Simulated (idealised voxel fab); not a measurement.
The document below concerns the process module designated voxel air gaps.
Shown is cross-section cut, with a width of 255 nm and square cells of size 5 nm.
Just so we're on the same page, the cross-sections are grids of square cells, and they're listed out in bands top to bottom, each band one or more rows deep.
Look at the band entry: it leads with the top's height and the bottom's height in nm. Then it lists the materials left to right, with a width in nm for each. The word "edge to edge" on a single material says that material fills the band edge to edge. The word "air" is empty space.
Note: height 0 marks the level under which the wafer is uniformly one material as received. Lowest band unbounded below, written "z 0 and below".
The notation "30 to 40" denotes a width that varies across the rows of cells in the band, beginning at the first number in the top row, finishing at the second number in the bottom row, and changing by an identical amount from each row to the next.
"nothing was modified" (step): cross-section cells unchanged, all of them.
The list in "Catalogued sealed voids" covers empty spaces of 8 cells or more that cannot reach the top through any open way, and it gives each as width x height at distance; the distance is from the left edge, and width, height and distance are in nm.
Post-settings text on a step line: simulator's own remark regarding the step.
overlay nm: where the mask lay relative to plan, measured to the right, on steps with a mask; negatives go left.
[Planned step list for the process]
| 1 | RECEIVE | material Si |
| 2 | CONFORMAL_DEP | material SiO2 | thk nm 10 |
| 3 | CONFORMAL_DEP | material SiN | thk nm 5 |
| 4 | DIRECTIONAL_DEP | material lowk | thk nm 40 |
| 5 | PATTERN | tone open | mask id LINES | material resist | width nm 15 | pitch nm 40 | thk nm 15 | overlay nm 0 |
| 6 | DIRECTIONAL_ETCH | etch materials lowk | depth nm 40 |
| 7 | STRIP | etch materials resist |
| 8 | CONFORMAL_DEP | material TiN | thk nm 5 |
| 9 | FILL_DEP | material Cu | thk nm 5 |
| 10 | CMP | height nm 55 |
| 11 | EPI | material Ru | thk nm 10 |
| 12 | SELECTIVE_ETCH | etch materials lowk | depth nm 50 |
| 13 | CONFORMAL_DEP | material SiN | thk nm 5 |
[The first of the two wafers, which ran as planned]
[Wafer cross-section on receipt, i.e. after step 1]
> z 0 and below = Si edge to edge
> Catalogued sealed voids: none
[Cross-section of the wafer after step 2]
> z 10 to 0 = SiO2 edge to edge
> Under 0: no change, same as before.
[Cross-section of the wafer after step 3]
> z 15 to 10 = SiN edge to edge
> Under 10: no change, same as before.
[Cross-section of the wafer after step 4]
> z 55 to 15 = lowk edge to edge
> Under 15: no change, same as before.
[Cross-section of the wafer after step 5]
> z 70 to 55 = resist: 60; air: 15; resist: 25; air: 15; resist: 25; air: 15; resist: 25; air: 15; resist: 60
> Under 55: no change, same as before.
[Cross-section of the wafer after step 6]
> z 70 to 55 = resist: 60; air: 15; resist: 25; air: 15; resist: 25; air: 15; resist: 25; air: 15; resist: 60
> z 55 to 15 = lowk: 60; air: 15; lowk: 25; air: 15; lowk: 25; air: 15; lowk: 25; air: 15; lowk: 60
> Under 15: no change, same as before.
[Cross-section of the wafer after step 7]
> z 55 to 15 = lowk: 60; air: 15; lowk: 25; air: 15; lowk: 25; air: 15; lowk: 25; air: 15; lowk: 60
> Under 15: no change, same as before.
[Cross-section of the wafer after step 8]
> z 60 to 55 = TiN: 65; air: 5; TiN: 35; air: 5; TiN: 35; air: 5; TiN: 35; air: 5; TiN: 65
> z 55 to 20 = lowk: 60; TiN: 5; air: 5; TiN: 5; lowk: 25; TiN: 5; air: 5; TiN: 5; lowk: 25; TiN: 5; air: 5; TiN: 5; lowk: 25; TiN: 5; air: 5; TiN: 5; lowk: 60
> z 20 to 15 = lowk: 60; TiN: 15; lowk: 25; TiN: 15; lowk: 25; TiN: 15; lowk: 25; TiN: 15; lowk: 60
> Under 15: no change, same as before.
[Cross-section of the wafer after step 9]
> z 65 to 60 = Cu edge to edge
> z 60 to 55 = TiN: 65; Cu: 5; TiN: 35; Cu: 5; TiN: 35; Cu: 5; TiN: 35; Cu: 5; TiN: 65
> z 55 to 20 = lowk: 60; TiN: 5; Cu: 5; TiN: 5; lowk: 25; TiN: 5; Cu: 5; TiN: 5; lowk: 25; TiN: 5; Cu: 5; TiN: 5; lowk: 25; TiN: 5; Cu: 5; TiN: 5; lowk: 60
> Under 20: no change, same as before.
[Cross-section of the wafer after step 10]
> z 55 to 20 = lowk: 60; TiN: 5; Cu: 5; TiN: 5; lowk: 25; TiN: 5; Cu: 5; TiN: 5; lowk: 25; TiN: 5; Cu: 5; TiN: 5; lowk: 25; TiN: 5; Cu: 5; TiN: 5; lowk: 60
> Under 20: no change, same as before.
[Cross-section of the wafer after step 11]
> z 65 to 55 = air: 50; Ru: 35; air: 5; Ru: 35; air: 5; Ru: 35; air: 5; Ru: 35; air: 50
> Under 55: no change, same as before.
[Cross-section of the wafer after step 12]
> z 65 to 55 = air: 50; Ru: 35; air: 5; Ru: 35; air: 5; Ru: 35; air: 5; Ru: 35; air: 50
> z 55 to 20 = air: 60; TiN: 5; Cu: 5; TiN: 5; air: 25; TiN: 5; Cu: 5; TiN: 5; air: 25; TiN: 5; Cu: 5; TiN: 5; air: 25; TiN: 5; Cu: 5; TiN: 5; air: 60
> z 20 to 15 = air: 60; TiN: 15; air: 25; TiN: 15; air: 25; TiN: 15; air: 25; TiN: 15; air: 60
> Under 15: no change, same as before.
[Cross-section of the wafer after step 13]
> z 70 to 65 = air: 45; SiN: 165; air: 45
> z 65 to 55 = air: 45; SiN: 5; Ru: 35; SiN: 5; Ru: 35; SiN: 5; Ru: 35; SiN: 5; Ru: 35; SiN: 5; air: 45
> z 55 to 50 = air: 45; SiN: 15; TiN: 5; Cu: 5; TiN: 5; SiN: 25; TiN: 5; Cu: 5; TiN: 5; SiN: 25; TiN: 5; Cu: 5; TiN: 5; SiN: 25; TiN: 5; Cu: 5; TiN: 5; SiN: 15; air: 45
> z 50 to 20 = air: 55; SiN: 5; TiN: 5; Cu: 5; TiN: 5; SiN: 5; air: 15; SiN: 5; TiN: 5; Cu: 5; TiN: 5; SiN: 5; air: 15; SiN: 5; TiN: 5; Cu: 5; TiN: 5; SiN: 5; air: 15; SiN: 5; TiN: 5; Cu: 5; TiN: 5; SiN: 5; air: 55
> z 20 to 15 = SiN: 60; TiN: 15; SiN: 25; TiN: 15; SiN: 25; TiN: 15; SiN: 25; TiN: 15; SiN: 60
> Under 15: no change, same as before.
> Catalogued sealed voids: 15 x 30 at 80; 15 x 30 at 120; 15 x 30 at 160
[Here the second wafer is described. Its start and its plan were those of the first wafer. Its run contained one mistake. Up to and including step 4, it did exactly what the first wafer did]
[Cross-section: second wafer, time at which step 5 was scheduled to end]
> z 70 to 55 = resist: 60; air: 20; resist: 20; air: 20; resist: 20; air: 20; resist: 20; air: 20; resist: 55
> Under 55: no change, same as before.
[Cross-section: second wafer, time at which step 6 was scheduled to end]
> z 70 to 55 = resist: 60; air: 20; resist: 20; air: 20; resist: 20; air: 20; resist: 20; air: 20; resist: 55
> z 55 to 15 = lowk: 60; air: 20; lowk: 20; air: 20; lowk: 20; air: 20; lowk: 20; air: 20; lowk: 55
> Under 15: no change, same as before.
[Cross-section: second wafer, time at which step 7 was scheduled to end]
> z 55 to 15 = lowk: 60; air: 20; lowk: 20; air: 20; lowk: 20; air: 20; lowk: 20; air: 20; lowk: 55
> Under 15: no change, same as before.
[Cross-section: second wafer, time at which step 8 was scheduled to end]
> z 60 to 55 = TiN: 65; air: 10; TiN: 30; air: 10; TiN: 30; air: 10; TiN: 30; air: 10; TiN: 60
> z 55 to 20 = lowk: 60; TiN: 5; air: 10; TiN: 5; lowk: 20; TiN: 5; air: 10; TiN: 5; lowk: 20; TiN: 5; air: 10; TiN: 5; lowk: 20; TiN: 5; air: 10; TiN: 5; lowk: 55
> z 20 to 15 = lowk: 60; TiN: 20; lowk: 20; TiN: 20; lowk: 20; TiN: 20; lowk: 20; TiN: 20; lowk: 55
> Under 15: no change, same as before.
[Cross-section: second wafer, time at which step 9 was scheduled to end]
> z 65 to 60 = Cu edge to edge
> z 60 to 55 = TiN: 65; Cu: 10; TiN: 30; Cu: 10; TiN: 30; Cu: 10; TiN: 30; Cu: 10; TiN: 60
> z 55 to 20 = lowk: 60; TiN: 5; Cu: 10; TiN: 5; lowk: 20; TiN: 5; Cu: 10; TiN: 5; lowk: 20; TiN: 5; Cu: 10; TiN: 5; lowk: 20; TiN: 5; Cu: 10; TiN: 5; lowk: 55
> Under 20: no change, same as before.
[Cross-section: second wafer, time at which step 10 was scheduled to end]
> z 55 to 20 = lowk: 60; TiN: 5; Cu: 10; TiN: 5; lowk: 20; TiN: 5; Cu: 10; TiN: 5; lowk: 20; TiN: 5; Cu: 10; TiN: 5; lowk: 20; TiN: 5; Cu: 10; TiN: 5; lowk: 55
> Under 20: no change, same as before.
[Cross-section: second wafer, time at which step 11 was scheduled to end]
> z 65 to 55 = air: 50; Ru: 160; air: 45
> Under 55: no change, same as before.
[Cross-section: second wafer, time at which step 12 was scheduled to end]
> z 65 to 55 = air: 50; Ru: 160; air: 45
> z 55 to 20 = air: 60; TiN: 5; Cu: 10; TiN: 5; lowk: 20; TiN: 5; Cu: 10; TiN: 5; lowk: 20; TiN: 5; Cu: 10; TiN: 5; lowk: 20; TiN: 5; Cu: 10; TiN: 5; air: 55
> z 20 to 15 = air: 60; TiN: 20; lowk: 20; TiN: 20; lowk: 20; TiN: 20; lowk: 20; TiN: 20; air: 55
> Under 15: no change, same as before.
[Cross-section: second wafer, time at which step 13 was scheduled to end]
> z 70 to 65 = air: 45; SiN: 170; air: 40
> z 65 to 55 = air: 45; SiN: 5; Ru: 160; SiN: 5; air: 40
> z 55 to 50 = air: 45; SiN: 15; TiN: 5; Cu: 10; TiN: 5; lowk: 20; TiN: 5; Cu: 10; TiN: 5; lowk: 20; TiN: 5; Cu: 10; TiN: 5; lowk: 20; TiN: 5; Cu: 10; TiN: 5; SiN: 15; air: 40
> z 50 to 20 = air: 55; SiN: 5; TiN: 5; Cu: 10; TiN: 5; lowk: 20; TiN: 5; Cu: 10; TiN: 5; lowk: 20; TiN: 5; Cu: 10; TiN: 5; lowk: 20; TiN: 5; Cu: 10; TiN: 5; SiN: 5; air: 50
> z 20 to 15 = SiN: 60; TiN: 20; lowk: 20; TiN: 20; lowk: 20; TiN: 20; lowk: 20; TiN: 20; SiN: 55
> Under 15: no change, same as before.
Finding, execution versus plan: step 5 ran with different settings than intended, the actual operation and settings being PATTERN | tone open | mask id LINES | material resist | width nm 20 | pitch nm 40 | thk nm 15 | overlay nm 0
Wrapping up, a cell-based count of both wafers puts the second over or under the first for these materials: Cu: 28 more | Ru: 8 more | SiN: 72 fewer | TiN: 4 more | lowk: 96 more
By the end, 3 closed voids are present in the first wafer and 0 in the second.
